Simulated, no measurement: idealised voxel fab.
process module | voxel plated lines
cross-section cut | 265 nm wide | cells 5 nm
A cross-section is a grid of square cells, given in bands from the top down. A band is one or more rows of cells.
Each band's line starts with the height of the band's top and of its bottom, in nm. Then come its materials from left to right, each with its width in nm. One material with "throughout" fills the band from edge to edge. "air" is empty space.
Height 0 is the level under which the wafer as received is all one material. The lowest band goes on downwards, as in "0 down".
A width such as "30 to 40" changes by the same amount from each row of cells to the next, from the band's top row to its bottom row.
"no change" after a step means that no cell of the cross-section changed.
closed voids: empty space of 8 cells or more with no open way to the top, each as width x height at its distance from the left edge, in nm
after a step's settings: what the simulator itself notes on the step
overlay nm, on a step with a mask: how far to the right of its planned place the mask lay; to the left if negative
plan
1 op RECEIVE | material Si
2 op CONFORMAL_DEP | material SiO2 | thk nm 5
3 op DIRECTIONAL_DEP | material TiN | thk nm 5
4 op PATTERN | tone open | mask id LINES | material resist | width nm 20 | pitch nm 45 | thk nm 25 | overlay nm -15
5 op EPI | material Ru | thk nm 5
6 op EPI | material Ru | thk nm 5
7 op STRIP | etch materials resist
8 op DIRECTIONAL_ETCH | etch materials TiN | depth nm 5
9 op CONFORMAL_DEP | material SiN | thk nm 5
varied across the wafers: overlay nm of step 4. The plan shows the first wafer's value. All wafers start alike
first wafer as received, after step 1
  0 down: Si throughout
  closed voids: none
first wafer at the end, after step 9
  25 to 20: air 35 | SiN 30 | air 15 | SiN 30 | air 15 | SiN 30 | air 15 | SiN 30 | air 65
  20 to 10: air 35 | SiN 5 | Ru 20 | SiN 5 | air 15 | SiN 5 | Ru 20 | SiN 5 | air 15 | SiN 5 | Ru 20 | SiN 5 | air 15 | SiN 5 | Ru 20 | SiN 5 | air 65
  10 to 5: SiN 40 | TiN 20 | SiN 25 | TiN 20 | SiN 25 | TiN 20 | SiN 25 | TiN 20 | SiN 70
  5 to 0: SiO2 throughout
  0 down: Si throughout
  closed voids: none
last wafer at the end
  25 to 20: air 65 | SiN 30 | air 15 | SiN 30 | air 15 | SiN 30 | air 15 | SiN 30 | air 35
  20 to 10: air 65 | SiN 5 | Ru 20 | SiN 5 | air 15 | SiN 5 | Ru 20 | SiN 5 | air 15 | SiN 5 | Ru 20 | SiN 5 | air 15 | SiN 5 | Ru 20 | SiN 5 | air 35
  10 to 5: SiN 70 | TiN 20 | SiN 25 | TiN 20 | SiN 25 | TiN 20 | SiN 25 | TiN 20 | SiN 40
  5 to 0: SiO2 throughout
  0 down: Si throughout
  closed voids: none
each wafer at the end: cells of each material gained (+) or lost (-) since it was received, then its closed voids
overlay nm -15 | +32 Ru | +77 SiN | +53 SiO2 | +16 TiN | closed voids: none
overlay nm -10 | +32 Ru | +77 SiN | +53 SiO2 | +16 TiN | closed voids: none
overlay nm -5 | +32 Ru | +77 SiN | +53 SiO2 | +16 TiN | closed voids: none
overlay nm 0 | +32 Ru | +77 SiN | +53 SiO2 | +16 TiN | closed voids: none
overlay nm 5 | +32 Ru | +77 SiN | +53 SiO2 | +16 TiN | closed voids: none
overlay nm 10 | +32 Ru | +77 SiN | +53 SiO2 | +16 TiN | closed voids: none
overlay nm 15 | +32 Ru | +77 SiN | +53 SiO2 | +16 TiN | closed voids: none
